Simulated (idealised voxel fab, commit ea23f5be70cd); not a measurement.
The following is a process module called voxel wiring stack.
Section shown: cut. Width: 235 nm. Cell size: 5 nm, square.
Throughout this document, each cross-section is represented as a grid of square cells and is presented as a sequence of bands enumerated from the top downward, where a band comprises one or more rows of cells.
Heads up on the band format: heights come first, top then bottom, in nm. After that it's the materials left to right, each with its width in nm. A single material flagged "everywhere" fills the whole band edge to edge, and "air" means there's empty space there.
Measure heights from 0. That's the level where, below it, the as-received wafer is all one material. The lowest band is bottomless and extends downward; write it as in "0 -> down".
Per-row width for "30->40": begins at first number (top row of band), ends at second number (bottom row), increment between rows held constant.
Key: "nothing was modified" - step with no changed cell in the cross-section.
"Enclosed void inventory": empty spaces of 8 cells or more with no open way to the top, each given as width x height at distance, distance from the left edge, all in nm.
Read whatever lies past the settings on a step's line as the simulator's own remark about the step.
You can add "overlay nm" to a step's line. For a step with a mask, it describes how far the mask lay to the right of its planned position, and a negative number describes a lay to the left.
Planned step list for the process:
- 1: RECEIVE (material Si)
- 2: CONFORMAL_DEP (material SiO2; thk nm 15)
- 3: DIRECTIONAL_DEP (material TiN; thk nm 5)
- 4: DIRECTIONAL_DEP (material W; thk nm 15)
- 5: PATTERN (tone cover; mask id METAL_1; material resist; width nm 25; pitch nm 55; thk nm 20; overlay nm 0)
- 6: DIRECTIONAL_ETCH (etch materials W; depth nm 15)
- 7: DIRECTIONAL_ETCH (etch materials TiN; depth nm 5)
- 8: STRIP (etch materials resist)
- 9: CONFORMAL_DEP (material SiN; thk nm 5)
- 10: FILL_DEP (material lowk; thk nm 10)
- 11: CMP (height nm 35)
- 12: CONFORMAL_DEP (material SiCN; thk nm 5)
- 13: DIRECTIONAL_DEP (material SiO2; thk nm 10)
- 14: DIRECTIONAL_DEP (material aC; thk nm 10)
- 15: PATTERN (tone open; mask id PLUG_1; material resist; width nm 15; pitch nm 110; thk nm 30; overlay nm 0)
- 16: DIRECTIONAL_ETCH (etch materials aC; depth nm 10)
- 17: STRIP (etch materials resist)
- 18: DIRECTIONAL_ETCH (etch materials SiO2; depth nm 20)
- 19: DIRECTIONAL_ETCH (etch materials SiCN; depth nm 5)
- 20: STRIP (etch materials aC)
- 21: CONFORMAL_DEP (material TiN; thk nm 5)
- 22: FILL_DEP (material Ru; thk nm 5)
- 23: CMP (height nm 60)
- 24: DIRECTIONAL_DEP (material TiN; thk nm 5)
- 25: DIRECTIONAL_DEP (material Ru; thk nm 25)
- 26: PATTERN (tone cover; mask id METAL_2; material resist; width nm 25; pitch nm 55; thk nm 20; overlay nm 0)
- 27: DIRECTIONAL_ETCH (etch materials Ru; depth nm 25)
- 28: DIRECTIONAL_ETCH (etch materials TiN; depth nm 5)
- 29: STRIP (etch materials resist)
- 30: FILL_DEP (material SiO2; thk nm 5)
- 31: CMP (height nm 90)
- 32: CONFORMAL_DEP (material SiCN; thk nm 5)
- 33: DIRECTIONAL_DEP (material lowk; thk nm 25)
- 34: MASKED_ETCH (tone open; mask id METAL_3_HOLES; width nm 15; pitch nm 110; etch materials lowk; depth nm 25; overlay nm 0)
- 35: PATTERN (tone open; mask id METAL_3; material resist; width nm 25; pitch nm 55; thk nm 20; overlay nm 0)
- 36: DIRECTIONAL_ETCH (etch materials lowk; depth nm 15)
- 37: DIRECTIONAL_ETCH (etch materials SiCN; depth nm 5)
- 38: STRIP (etch materials resist)
- 39: CONFORMAL_DEP (material TiN; thk nm 5)
- 40: FILL_DEP (material Cu; thk nm 10)
- 41: CMP (height nm 120)
- 42: CONFORMAL_DEP (material SiCN; thk nm 5)
- 43: DIRECTIONAL_DEP (material SiO2; thk nm 15)
- 44: PATTERN (tone open; mask id PLUG_3; material resist; width nm 15; pitch nm 55; thk nm 20; overlay nm 0)
- 45: DIRECTIONAL_ETCH (etch materials SiO2; depth nm 15)
- 46: DIRECTIONAL_ETCH (etch materials SiCN; depth nm 5)
- 47: STRIP (etch materials resist)
- 48: EPI (material Ru; thk nm 10)
- 49: EPI (material Ru; thk nm 10)
- 50: CONFORMAL_DEP (material SiCN; thk nm 5)
- 51: DIRECTIONAL_DEP (material lowk; thk nm 15)
- 52: MASKED_ETCH (tone open; mask id METAL_4; width nm 25; pitch nm 55; etch materials lowk; depth nm 15; overlay nm 0)
- 53: MASKED_ETCH (tone open; mask id METAL_4; width nm 25; pitch nm 55; etch materials SiCN; depth nm 5; overlay nm 0)
- 54: CONFORMAL_DEP (material TiN; thk nm 5)
- 55: FILL_DEP (material Cu; thk nm 10)
- 56: CMP (height nm 160)
- 57: EPI (material Ru; thk nm 5)
- 58: FILL_DEP (material SiCN; thk nm 5)
The wafers in this document start out alike and differ in the thk nm applied at step 13; the plan shows the value used for the first wafer.
As-received cross-section, first of several wafers, post step 1:
  0 -> down  Si everywhere
  Enclosed void inventory: none
The cross-section of the first of several wafers is given below for the end of the module, after its final step, step 58:
  170 -> 165  SiCN everywhere
  165 -> 160  15 of SiCN; 35 of Ru; 20 of SiCN; 35 of Ru; 20 of SiCN; 35 of Ru; 20 of SiCN; 35 of Ru; 20 of SiCN
  160 -> 145  20 of lowk; 5 of TiN; 15 of Cu; 5 of TiN; 30 of lowk; 5 of TiN; 15 of Cu; 5 of TiN; 30 of lowk; 5 of TiN; 15 of Cu; 5 of TiN; 30 of lowk; 5 of TiN; 15 of Cu; 5 of TiN; 25 of lowk
  145 -> 140  20 of SiCN; 25 of TiN; 30 of SiCN; 25 of TiN; 30 of SiCN; 25 of TiN; 30 of SiCN; 25 of TiN; 25 of SiCN
  140 -> 125  20 of SiO2; 15 of Ru; 40 of SiO2; 15 of Ru; 40 of SiO2; 15 of Ru; 40 of SiO2; 15 of Ru; 35 of SiO2
  125 -> 120  20 of SiCN; 15 of Ru; 40 of SiCN; 15 of Ru; 40 of SiCN; 15 of Ru; 40 of SiCN; 15 of Ru; 35 of SiCN
  120 -> 110  20 of lowk; 5 of TiN; 15 of Cu; 5 of TiN; 30 of lowk; 5 of TiN; 15 of Cu; 5 of TiN; 30 of lowk; 5 of TiN; 15 of Cu; 5 of TiN; 30 of lowk; 5 of TiN; 15 of Cu; 5 of TiN; 25 of lowk
  110 -> 105  20 of lowk; 5 of TiN; 5 of Cu; 15 of TiN; 30 of lowk; 25 of TiN; 30 of lowk; 5 of TiN; 5 of Cu; 15 of TiN; 30 of lowk; 25 of TiN; 25 of lowk
  105 -> 95  20 of lowk; 5 of TiN; 5 of Cu; 5 of TiN; 95 of lowk; 5 of TiN; 5 of Cu; 5 of TiN; 90 of lowk
  95 -> 90  20 of SiCN; 15 of TiN; 95 of SiCN; 15 of TiN; 90 of SiCN
  90 -> 65  20 of SiO2; 25 of Ru; 30 of SiO2; 25 of Ru; 30 of SiO2; 25 of Ru; 30 of SiO2; 25 of Ru; 25 of SiO2
  65 -> 60  20 of SiO2; 25 of TiN; 30 of SiO2; 25 of TiN; 30 of SiO2; 25 of TiN; 30 of SiO2; 25 of TiN; 25 of SiO2
  60 -> 55  Ru everywhere
  55 -> 50  25 of TiN; 5 of Ru; 105 of TiN; 5 of Ru; 95 of TiN
  50 -> 40  20 of SiO2; 5 of TiN; 5 of Ru; 5 of TiN; 95 of SiO2; 5 of TiN; 5 of Ru; 5 of TiN; 90 of SiO2
  40 -> 35  20 of SiCN; 15 of TiN; 95 of SiCN; 15 of TiN; 90 of SiCN
  35 -> 20  15 of lowk; 5 of SiN; 25 of W; 5 of SiN; 20 of lowk; 5 of SiN; 25 of W; 5 of SiN; 20 of lowk; 5 of SiN; 25 of W; 5 of SiN; 20 of lowk; 5 of SiN; 25 of W; 5 of SiN; 20 of lowk
  20 -> 15  20 of SiN; 25 of TiN; 30 of SiN; 25 of TiN; 30 of SiN; 25 of TiN; 30 of SiN; 25 of TiN; 25 of SiN
  15 -> 0  SiO2 everywhere
  0 -> down  Si everywhere
  Enclosed void inventory: none
Cross-section at module completion, last wafer:
  170 -> 165  SiCN everywhere
  165 -> 160  15 of SiCN; 35 of Ru; 20 of SiCN; 35 of Ru; 20 of SiCN; 35 of Ru; 20 of SiCN; 35 of Ru; 20 of SiCN
  160 -> 145  20 of lowk; 5 of TiN; 15 of Cu; 5 of TiN; 30 of lowk; 5 of TiN; 15 of Cu; 5 of TiN; 30 of lowk; 5 of TiN; 15 of Cu; 5 of TiN; 30 of lowk; 5 of TiN; 15 of Cu; 5 of TiN; 25 of lowk
  145 -> 140  20 of SiCN; 25 of TiN; 30 of SiCN; 25 of TiN; 30 of SiCN; 25 of TiN; 30 of SiCN; 25 of TiN; 25 of SiCN
  140 -> 125  20 of SiO2; 15 of Ru; 40 of SiO2; 15 of Ru; 40 of SiO2; 15 of Ru; 40 of SiO2; 15 of Ru; 35 of SiO2
  125 -> 120  20 of SiCN; 15 of Ru; 40 of SiCN; 15 of Ru; 40 of SiCN; 15 of Ru; 40 of SiCN; 15 of Ru; 35 of SiCN
  120 -> 110  20 of lowk; 5 of TiN; 15 of Cu; 5 of TiN; 30 of lowk; 5 of TiN; 15 of Cu; 5 of TiN; 30 of lowk; 5 of TiN; 15 of Cu; 5 of TiN; 30 of lowk; 5 of TiN; 15 of Cu; 5 of TiN; 25 of lowk
  110 -> 105  20 of lowk; 5 of TiN; 5 of Cu; 15 of TiN; 30 of lowk; 25 of TiN; 30 of lowk; 5 of TiN; 5 of Cu; 15 of TiN; 30 of lowk; 25 of TiN; 25 of lowk
  105 -> 95  20 of lowk; 5 of TiN; 5 of Cu; 5 of TiN; 95 of lowk; 5 of TiN; 5 of Cu; 5 of TiN; 90 of lowk
  95 -> 90  20 of SiCN; 15 of TiN; 95 of SiCN; 15 of TiN; 90 of SiCN
  90 -> 65  20 of SiO2; 25 of Ru; 30 of SiO2; 25 of Ru; 30 of SiO2; 25 of Ru; 30 of SiO2; 25 of Ru; 25 of SiO2
  65 -> 60  20 of SiO2; 25 of TiN; 30 of SiO2; 25 of TiN; 30 of SiO2; 25 of TiN; 30 of SiO2; 25 of TiN; 25 of SiO2
  60 -> 55  20 of SiO2; 15 of TiN; 95 of SiO2; 15 of TiN; 90 of SiO2
  55 -> 40  SiO2 everywhere
  40 -> 35  SiCN everywhere
  35 -> 20  15 of lowk; 5 of SiN; 25 of W; 5 of SiN; 20 of lowk; 5 of SiN; 25 of W; 5 of SiN; 20 of lowk; 5 of SiN; 25 of W; 5 of SiN; 20 of lowk; 5 of SiN; 25 of W; 5 of SiN; 20 of lowk
  20 -> 15  20 of SiN; 25 of TiN; 30 of SiN; 25 of TiN; 30 of SiN; 25 of TiN; 30 of SiN; 25 of TiN; 25 of SiN
  15 -> 0  SiO2 everywhere
  0 -> down  Si everywhere
  Enclosed void inventory: none
So in this table every wafer gets its own row, and what you see is where it stands at the end of the module: for each material, how many cells it picked up (+) or gave up (-) since we received it, and after that its closed voids:
thk nm 10 | +66 Cu | +229 Ru | +210 SiCN | +51 SiN | +490 SiO2 | +191 TiN | +60 W | +301 lowk | Enclosed void inventory: none
thk nm 15 | +66 Cu | +184 Ru | +210 SiCN | +51 SiN | +531 SiO2 | +195 TiN | +60 W | +301 lowk | Enclosed void inventory: none
thk nm 20 | +66 Cu | +184 Ru | +210 SiCN | +51 SiN | +572 SiO2 | +154 TiN | +60 W | +301 lowk | Enclosed void inventory: none
thk nm 25 | +66 Cu | +180 Ru | +216 SiCN | +51 SiN | +578 SiO2 | +146 TiN | +60 W | +301 lowk | Enclosed void inventory: none
thk nm 30 | +66 Cu | +178 Ru | +216 SiCN | +51 SiN | +584 SiO2 | +142 TiN | +60 W | +301 lowk | Enclosed void inventory: none
thk nm 35 | +66 Cu | +176 Ru | +216 SiCN | +51 SiN | +590 SiO2 | +138 TiN | +60 W | +301 lowk | Enclosed void inventory: none
